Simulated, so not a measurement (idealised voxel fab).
The name of this process module is voxel wiring stack.
It is cross-section cut that appears here, measuring 205 nm in width, its square cells being 5 nm in size.
In this document a cross-section is written as a grid of square cells. It is given as a series of bands, listed from the top down, and a band is one or more rows of cells. Band entry format. Leading values: height of top, height of bottom, nm. Remainder: materials in left-to-right order, each with its width in nm. Special words: "edge to edge" on a single material, which then fills the band edge to edge; "empty", empty space. Height 0 is the level under which the wafer as received is all one material. The lowest band goes on downwards, as in "0..down". Per-row width for "30->40": begins at first number (top row of band), ends at second number (bottom row), increment between rows held constant. No cell of the cross-section changed in a step that is given as "no modifications". Enclosed voids (no open way to top), threshold 8 cells or more, entry "Enclosed internal cavities", notation width x height at distance, distance from left edge, nm. Post-settings text on a step line: simulator's own remark regarding the step. Regarding "overlay nm": on a step with a mask, it is the distance the mask lay to the right of its planned place; a negative value places it to the left.
# Planned process steps
1) RECEIVE (material Si)
2) CONFORMAL_DEP (material SiO2; thk nm 15)
3) DIRECTIONAL_DEP (material TiN; thk nm 5)
4) DIRECTIONAL_DEP (material W; thk nm 15)
5) MASKED_ETCH (tone cover; mask id METAL_1; width nm 30; pitch nm 60; etch materials W; depth nm 15; overlay nm 0)
6) MASKED_ETCH (tone cover; mask id METAL_1; width nm 30; pitch nm 60; etch materials TiN; depth nm 5; overlay nm 0)
7) CONFORMAL_DEP (material SiN; thk nm 5)
8) FILL_DEP (material lowk; thk nm 10)
9) CMP (height nm 35)
10) CONFORMAL_DEP (material SiCN; thk nm 5)
11) DIRECTIONAL_DEP (material SiO2; thk nm 20)
12) DIRECTIONAL_DEP (material aC; thk nm 10)
13) PATTERN (tone open; mask id PLUG_1; material resist; width nm 15; pitch nm 60; thk nm 25; overlay nm 0)
14) DIRECTIONAL_ETCH (etch materials aC; depth nm 10)
15) STRIP (etch materials resist)
16) DIRECTIONAL_ETCH (etch materials SiO2; depth nm 20)
17) DIRECTIONAL_ETCH (etch materials SiCN; depth nm 5)
18) STRIP (etch materials aC)
19) EPI (material Ru; thk nm 10)
20) EPI (material Ru; thk nm 10)
21) EPI (material Ru; thk nm 5)
22) DIRECTIONAL_DEP (material TiN; thk nm 5)
23) DIRECTIONAL_DEP (material Ru; thk nm 15)
24) PATTERN (tone cover; mask id METAL_2; material resist; width nm 30; pitch nm 60; thk nm 20; overlay nm 0)
25) DIRECTIONAL_ETCH (etch materials Ru; depth nm 15)
26) DIRECTIONAL_ETCH (etch materials TiN; depth nm 5)
27) STRIP (etch materials resist)
28) CONFORMAL_DEP (material SiCN; thk nm 5)
29) FILL_DEP (material lowk; thk nm 5)
30) CMP (height nm 80)
31) CONFORMAL_DEP (material SiCN; thk nm 5)
# Shown in cross-section is the wafer as received, that is, as it stands after step 1
- 0..down = Si edge to edge
- Enclosed internal cavities: none
# Wafer at module end, in section. Began as above, planned as above, run with one mistake
- 85..80 = SiCN edge to edge
- 80..65 = lowk 25 nm | SiCN 5 nm | Ru 25 nm | SiCN 5 nm | lowk 25 nm | SiCN 5 nm | Ru 25 nm | SiCN 5 nm | lowk 25 nm | SiCN 5 nm | Ru 25 nm | SiCN 5 nm | lowk 25 nm
- 65..60 = SiCN 30 nm | TiN 25 nm | SiCN 35 nm | TiN 25 nm | SiCN 35 nm | TiN 25 nm | SiCN 30 nm
- 60..40 = SiO2 25 nm | Ru 15 nm | SiO2 45 nm | Ru 15 nm | SiO2 45 nm | Ru 15 nm | SiO2 45 nm
- 40..35 = SiCN 25 nm | Ru 15 nm | SiCN 45 nm | Ru 15 nm | SiCN 45 nm | Ru 15 nm | SiCN 45 nm
- 35..20 = lowk 20 nm | SiN 5 nm | W 30 nm | SiN 5 nm | lowk 20 nm | SiN 5 nm | W 30 nm | SiN 5 nm | lowk 20 nm | SiN 5 nm | W 30 nm | SiN 5 nm | lowk 25 nm
- 20..15 = SiN 25 nm | TiN 30 nm | SiN 30 nm | TiN 30 nm | SiN 30 nm | TiN 30 nm | SiN 30 nm
- 15..0 = SiO2 edge to edge
- 0..down = Si edge to edge
- Enclosed internal cavities: none
what went wrong: step 24: run off-plan, actual operation and settings PATTERN (tone cover; mask id METAL_2; material resist; width nm 25; pitch nm 60; thk nm 20; overlay nm 0)
